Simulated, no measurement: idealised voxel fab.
Name of the process module below: voxel gate over fins
The cross-section on display is named cut; it measures 280 nm wide, and its cells are 5 nm squares.
The cross-sections in this document take the form of a grid made of square cells. They are written out as bands, in order from top to bottom. Each band consists of one or more rows of cells.
What a band's entry tells you: where the top is and where the bottom is, as heights in nm, and after that what lies inside, material by material from left to right, each with its width in nm. Empty space is written as the word "air", and a single material marked with the word "throughout" occupies the band from edge to edge.
Heights are measured from 0, the level below which the as-received wafer is all one material; the lowest band has no bottom and continues downward, written as in "z 0 and below".
Width spec "30..40" -> top row of cells at first value, bottom row at second value, equal per-row change in between.
Key: "nothing different" - step with no changed cell in the cross-section.
This entry, "Fully enclosed voids", enumerates those empty regions of no fewer than 8 cells that possess no open connection to the top. Each region is reported in the form width x height at distance, the distance being taken from the left edge, with all three quantities expressed in nm.
after a step's settings: what the simulator itself notes on the step
The optional step-line setting "overlay nm" applies to steps with a mask and quantifies how far to the right of its planned location the mask lay, a negative value indicating leftward placement.

List of planned process steps
- 1: RECEIVE with material Si
- 2: CONFORMAL_DEP with material SiN, thk nm 5
- 3: DIRECTIONAL_DEP with material aC, thk nm 10
- 4: PATTERN with tone cover, mask id FINS, material resist, width nm 15, pitch nm 45, thk nm 25, overlay nm 0
- 5: DIRECTIONAL_ETCH with etch materials aC, depth nm 10
- 6: STRIP with etch materials resist
- 7: DIRECTIONAL_ETCH with etch materials SiN, depth nm 5
- 8: DIRECTIONAL_ETCH with etch materials Si, depth nm 30
- 9: STRIP with etch materials aC
- 10: FILL_DEP with material SiO2, thk nm 10
- 11: CMP with height nm 5
- 12: SELECTIVE_ETCH with etch materials SiO2, depth nm 20
- 13: STRIP with etch materials SiN
- 14: CONFORMAL_DEP with material HfO2, thk nm 5
- 15: CONFORMAL_DEP with material TiN, thk nm 5
- 16: CONFORMAL_DEP with material TiAl, thk nm 5
- 17: CONFORMAL_DEP with material TiN, thk nm 5
- 18: FILL_DEP with material W, thk nm 10
- 19: CMP with height nm 25
- 20: CONFORMAL_DEP with material SiCN, thk nm 10

Cross-section, incoming material, after step 1
- z 0 and below  Si throughout
- Fully enclosed voids: none

Starting wafer: above. Plan: above. Run: one mistake. Cross-section after the module: below
- z 35 to 25  SiCN throughout
- z 25 to 20  W throughout
- z 20 to 15  W 45 nm / TiN 190 nm / W 45 nm
- z 15 to 10  W 45 nm / TiN 5 nm / TiAl 180 nm / TiN 5 nm / W 45 nm
- z 10 to 5  W 45 nm / TiN 5 nm / TiAl 5 nm / TiN 35 nm / TiAl 10 nm / TiN 35 nm / TiAl 10 nm / TiN 35 nm / TiAl 10 nm / TiN 35 nm / TiAl 5 nm / TiN 5 nm / W 45 nm
- z 5 to 0  TiN 50 nm / TiAl 5 nm / TiN 5 nm / HfO2 25 nm / TiN 5 nm / TiAl 10 nm / TiN 5 nm / HfO2 25 nm / TiN 5 nm / TiAl 10 nm / TiN 5 nm / HfO2 25 nm / TiN 5 nm / TiAl 10 nm / TiN 5 nm / HfO2 25 nm / TiN 5 nm / TiAl 5 nm / TiN 50 nm
- z 0 to -5  TiAl 55 nm / TiN 5 nm / HfO2 5 nm / Si 15 nm / HfO2 5 nm / TiN 5 nm / TiAl 10 nm / TiN 5 nm / HfO2 5 nm / Si 15 nm / HfO2 5 nm / TiN 5 nm / TiAl 10 nm / TiN 5 nm / HfO2 5 nm / Si 15 nm / HfO2 5 nm / TiN 5 nm / TiAl 10 nm / TiN 5 nm / HfO2 5 nm / Si 15 nm / HfO2 5 nm / TiN 5 nm / TiAl 55 nm
- z -5 to -10  TiN 60 nm / HfO2 5 nm / Si 15 nm / HfO2 5 nm / TiN 20 nm / HfO2 5 nm / Si 15 nm / HfO2 5 nm / TiN 20 nm / HfO2 5 nm / Si 15 nm / HfO2 5 nm / TiN 20 nm / HfO2 5 nm / Si 15 nm / HfO2 5 nm / TiN 60 nm
- z -10 to -15  HfO2 65 nm / Si 15 nm / HfO2 30 nm / Si 15 nm / HfO2 30 nm / Si 15 nm / HfO2 30 nm / Si 15 nm / HfO2 65 nm
- z -15 to -60  SiO2 65 nm / Si 15 nm / SiO2 30 nm / Si 15 nm / SiO2 30 nm / Si 15 nm / SiO2 30 nm / Si 15 nm / SiO2 65 nm
- z -60 and below  Si throughout
- Fully enclosed voids: none
Run error: step 8 of the plan was performed twice
